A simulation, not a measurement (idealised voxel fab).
Proc. module: voxel capacitor over wiring
Section shown: cut. Width: 235 nm. Cell size: 5 nm, square.
The cross-sections in this document take the form of a grid made of square cells. They are written out as bands, in order from top to bottom. Each band consists of one or more rows of cells. Top, bottom (nm), then materials left to right with widths (nm); lone material tagged "throughout" fills the whole band edge to edge; "empty" = empty space. Height datum 0, below which the as-received substrate wafer is one material. Lowest band open at the bottom, running downward: "from 0 down". Width "30->40": first value at the band's top row of cells, second value at its bottom row, equal change from row to row. Basically "nothing different" means that step didn't change any cell in the cross-section. "Sealed voids" specifies each empty space that is not open to the top and that occupies no fewer than 8 cells, using the form width x height at distance, the distance measured from the left edge and all three quantities in nm. On each step's line, the part that comes after the settings is the simulator's own comment on the step. You can add "overlay nm" to a step's line. For a step with a mask, it describes how far the mask lay to the right of its planned position, and a negative number describes a lay to the left.

HERE'S WHAT THE PLANNED PROCESS STEPS LOOK LIKE
1: RECEIVE: material Si
2: CONFORMAL_DEP: material SiO2, thk nm 15
3: DIRECTIONAL_DEP: material TiN, thk nm 5
4: DIRECTIONAL_DEP: material Ru, thk nm 20
5: DIRECTIONAL_DEP: material aC, thk nm 10
6: PATTERN: tone cover, mask id METAL_1, material resist, width nm 20, pitch nm 90, thk nm 30, overlay nm 0
7: DIRECTIONAL_ETCH: etch materials aC, depth nm 10
8: STRIP: etch materials resist
9: DIRECTIONAL_ETCH: etch materials Ru, depth nm 20
10: DIRECTIONAL_ETCH: etch materials TiN, depth nm 5
11: STRIP: etch materials aC
12: FILL_DEP: material SiO2, thk nm 10
13: CMP: height nm 40
14: CONFORMAL_DEP: material SiCN, thk nm 5
15: DIRECTIONAL_DEP: material lowk, thk nm 15
16: MASKED_ETCH: tone open, mask id PLUG_1, width nm 15, etch materials lowk, depth nm 15, overlay nm -15
17: MASKED_ETCH: tone open, mask id PLUG_1, width nm 15, etch materials SiCN, depth nm 5, overlay nm 0
18: CONFORMAL_DEP: material TiN, thk nm 5
19: FILL_DEP: material Ru, thk nm 10
20: CMP: height nm 60
21: DIRECTIONAL_DEP: material TiN, thk nm 10
22: DIRECTIONAL_DEP: material Al2O3, thk nm 5
23: DIRECTIONAL_DEP: material TiN, thk nm 5
24: PATTERN: tone cover, mask id UPPER_PLATE, material resist, width nm 75, thk nm 20, overlay nm 0
25: DIRECTIONAL_ETCH: etch materials TiN, depth nm 5
26: DIRECTIONAL_ETCH: etch materials Al2O3, depth nm 5
27: STRIP: etch materials resist
28: PATTERN: tone cover, mask id LOWER_PLATE, material resist, width nm 85, thk nm 15, overlay nm 0
29: DIRECTIONAL_ETCH: etch materials TiN, depth nm 10
30: STRIP: etch materials resist
31: FILL_DEP: material SiO2, thk nm 15
32: CMP: height nm 90
33: MASKED_ETCH: tone open, mask id PLUG_2, width nm 15, etch materials SiO2, depth nm 10, overlay nm 0
34: CONFORMAL_DEP: material TiN, thk nm 5
35: FILL_DEP: material Ru, thk nm 10
36: CMP: height nm 90
37: CONFORMAL_DEP: material SiN, thk nm 5
The overlay nm used in step 16 is not the same on every wafer, whereas the starting condition is; the value printed in the plan is the first wafer's.

THE FIRST OF SEVERAL WAFERS IN CROSS-SECTION, EXACTLY AS IT REACHED US AFTER STEP 1
from 0 down  Si throughout
Sealed voids: none

AFTER THE MODULE'S FINAL STEP, STEP 37: THE FIRST OF SEVERAL WAFERS IN CROSS-SECTION
from 95 to 90  SiN throughout
from 90 to 85  75 nm SiO2 / 5 nm TiN / 5 nm Ru / 5 nm TiN / 145 nm SiO2
from 85 to 75  75->65 nm SiO2 / 15->75 nm TiN / 145->95 nm SiO2
from 75 to 70  65 nm SiO2 / 75 nm Al2O3 / 95 nm SiO2
from 70 to 60  60 nm SiO2 / 85 nm TiN / 90 nm SiO2
from 60 to 50  50 nm lowk / 5 nm TiN / 5 nm Ru / 5 nm TiN / 170 nm lowk
from 50 to 45  50 nm lowk / 15 nm TiN / 170 nm lowk
from 45 to 40  SiCN throughout
from 40 to 20  60 nm SiO2 / 20 nm Ru / 70 nm SiO2 / 20 nm Ru / 65 nm SiO2
from 20 to 15  60 nm SiO2 / 20 nm TiN / 70 nm SiO2 / 20 nm TiN / 65 nm SiO2
from 15 to 0  SiO2 throughout
from 0 down  Si throughout
Sealed voids: none

LAST WAFER AT THE END
from 95 to 90  SiN throughout
from 90 to 85  75 nm SiO2 / 5 nm TiN / 5 nm Ru / 5 nm TiN / 145 nm SiO2
from 85 to 75  75->65 nm SiO2 / 15->75 nm TiN / 145->95 nm SiO2
from 75 to 70  65 nm SiO2 / 75 nm Al2O3 / 95 nm SiO2
from 70 to 60  60 nm SiO2 / 85 nm TiN / 90 nm SiO2
from 60 to 50  80 nm lowk / 5 nm TiN / 5 nm Ru / 5 nm TiN / 140 nm lowk
from 50 to 45  80 nm lowk / 15 nm TiN / 140 nm lowk
from 45 to 40  SiCN throughout
from 40 to 20  60 nm SiO2 / 20 nm Ru / 70 nm SiO2 / 20 nm Ru / 65 nm SiO2
from 20 to 15  60 nm SiO2 / 20 nm TiN / 70 nm SiO2 / 20 nm TiN / 65 nm SiO2
from 15 to 0  SiO2 throughout
from 0 down  Si throughout
Sealed voids: none

BELOW IS A PER-WAFER TABLE. IN IT, EACH ROW DESCRIBES THE WAFER AT THE END OF THE MODULE BY GIVING, FOR EACH MATERIAL, THE NUMBER OF CELLS GAINED (+) OR LOST (-) SINCE THE WAFER WAS RECEIVED, AND AFTER THAT THE CLOSED VOIDS OF THE WAFER
overlay nm -15 | +15 Al2O3 | +35 Ru | +47 SiCN | +47 SiN | +548 SiO2 | +69 TiN | +132 lowk | Sealed voids: none
overlay nm -10 | +15 Al2O3 | +35 Ru | +46 SiCN | +47 SiN | +548 SiO2 | +70 TiN | +132 lowk | Sealed voids: none
overlay nm -5 | +15 Al2O3 | +35 Ru | +45 SiCN | +47 SiN | +548 SiO2 | +71 TiN | +132 lowk | Sealed voids: none
overlay nm 0 | +15 Al2O3 | +36 Ru | +44 SiCN | +47 SiN | +548 SiO2 | +71 TiN | +132 lowk | Sealed voids: none
overlay nm 5 | +15 Al2O3 | +35 Ru | +45 SiCN | +47 SiN | +548 SiO2 | +71 TiN | +132 lowk | Sealed voids: none
overlay nm 10 | +15 Al2O3 | +35 Ru | +46 SiCN | +47 SiN | +548 SiO2 | +70 TiN | +132 lowk | Sealed voids: none
overlay nm 15 | +15 Al2O3 | +35 Ru | +47 SiCN | +47 SiN | +548 SiO2 | +69 TiN | +132 lowk | Sealed voids: none
